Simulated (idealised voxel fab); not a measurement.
Presented below is a process module, voxel gate over fins.
The figure presents cross-section cut, which has a width of 230 nm and is divided into square cells with an edge length of 5 nm.
Cross-section = grid of square cells, listed top down in bands; band = one or more rows.
What a band's entry tells you: where the top is and where the bottom is, as heights in nm, and after that what lies inside, material by material from left to right, each with its width in nm. Empty space is written as the word "air", and a single material marked with the word "full width" occupies the band from edge to edge.
Height datum 0, below which the as-received substrate wafer is one material. Lowest band open at the bottom, running downward: "0 -> down".
Width spec "30->40" -> top row of cells at first value, bottom row at second value, equal per-row change in between.
Key: "remained unchanged" - step with no changed cell in the cross-section.
"Fully sealed cavities": empty spaces of 8 cells or more with no open way to the top, each given as width x height at distance, distance from the left edge, all in nm.
Read whatever lies past the settings on a step's line as the simulator's own remark about the step.
You can add "overlay nm" to a step's line. For a step with a mask, it describes how far the mask lay to the right of its planned position, and a negative number describes a lay to the left.

**Listed below are the process steps as planned**
1. RECEIVE,material Si
2. CONFORMAL_DEP,material SiN,thk nm 5
3. MASKED_ETCH,tone cover,mask id FINS,width nm 15,pitch nm 35,etch materials SiN,depth nm 5,overlay nm 0
4. MASKED_ETCH,tone cover,mask id FINS,width nm 15,pitch nm 35,etch materials Si,depth nm 40,overlay nm 0
5. OXIDIZE,depth nm 5
6. FILL_DEP,material SiO2,thk nm 10
7. CMP,height nm 5
8. SELECTIVE_ETCH,etch materials SiO2,depth nm 20
9. STRIP,etch materials SiN
10. CONFORMAL_DEP,material HfO2,thk nm 5
11. CONFORMAL_DEP,material TiN,thk nm 5
12. FILL_DEP,material W,thk nm 15
13. CMP,height nm 20
14. CONFORMAL_DEP,material SiCN,thk nm 5

**Wafer cross-section on receipt, i.e. after step 1**
  0 -> down = Si full width
  Fully sealed cavities: none

**Here's the cross-section of the first of our two wafers at the end of the module - it ran as planned**
  25 -> 20 = SiCN full width
  20 -> 10 = W full width
  10 -> 5 = W=65, TiN=25, W=10, TiN=25, W=10, TiN=25, W=70
  5 -> 0 = W=65, TiN=5, HfO2=15, TiN=5, W=10, TiN=5, HfO2=15, TiN=5, W=10, TiN=5, HfO2=15, TiN=5, W=70
  0 -> -5 = W=65, TiN=5, HfO2=5, Si=5, HfO2=5, TiN=5, W=10, TiN=5, HfO2=5, Si=5, HfO2=5, TiN=5, W=10, TiN=5, HfO2=5, Si=5, HfO2=5, TiN=5, W=70
  -5 -> -10 = TiN=70, HfO2=5, Si=5, HfO2=5, TiN=20, HfO2=5, Si=5, HfO2=5, TiN=20, HfO2=5, Si=5, HfO2=5, TiN=75
  -10 -> -15 = HfO2=75, Si=5, HfO2=30, Si=5, HfO2=30, Si=5, HfO2=80
  -15 -> -45 = SiO2=75, Si=5, SiO2=30, Si=5, SiO2=30, Si=5, SiO2=80
  -45 -> down = Si full width
  Fully sealed cavities: none

**Cross-sectional view of the second of two wafers upon completion of the module. This wafer shared its starting condition and process plan with the first; one error was made during its execution**
  25 -> 20 = SiCN full width
  20 -> 10 = W full width
  10 -> 5 = W=65, TiN=25, W=10, TiN=25, W=10, TiN=25, W=70
  5 -> 0 = W=65, TiN=5, HfO2=15, TiN=5, W=10, TiN=5, HfO2=15, TiN=5, W=10, TiN=5, HfO2=15, TiN=5, W=70
  0 -> -25 = W=65, TiN=5, HfO2=5, Si=5, HfO2=5, TiN=5, W=10, TiN=5, HfO2=5, Si=5, HfO2=5, TiN=5, W=10, TiN=5, HfO2=5, Si=5, HfO2=5, TiN=5, W=70
  -25 -> -30 = TiN=70, HfO2=5, Si=5, HfO2=5, TiN=20, HfO2=5, Si=5, HfO2=5, TiN=20, HfO2=5, Si=5, HfO2=5, TiN=75
  -30 -> -35 = HfO2=75, Si=5, HfO2=30, Si=5, HfO2=30, Si=5, HfO2=80
  -35 -> -45 = SiO2=75, Si=5, SiO2=30, Si=5, SiO2=30, Si=5, SiO2=80
  -45 -> down = Si full width
  Fully sealed cavities: none
Error vs. plan: execution of plan step 8 occurred twice
Once processing is complete, comparing cell counts shows that the second wafer has more or fewer of certain materials than the first: +24 HfO2, -172 SiO2, +24 TiN, +124 W
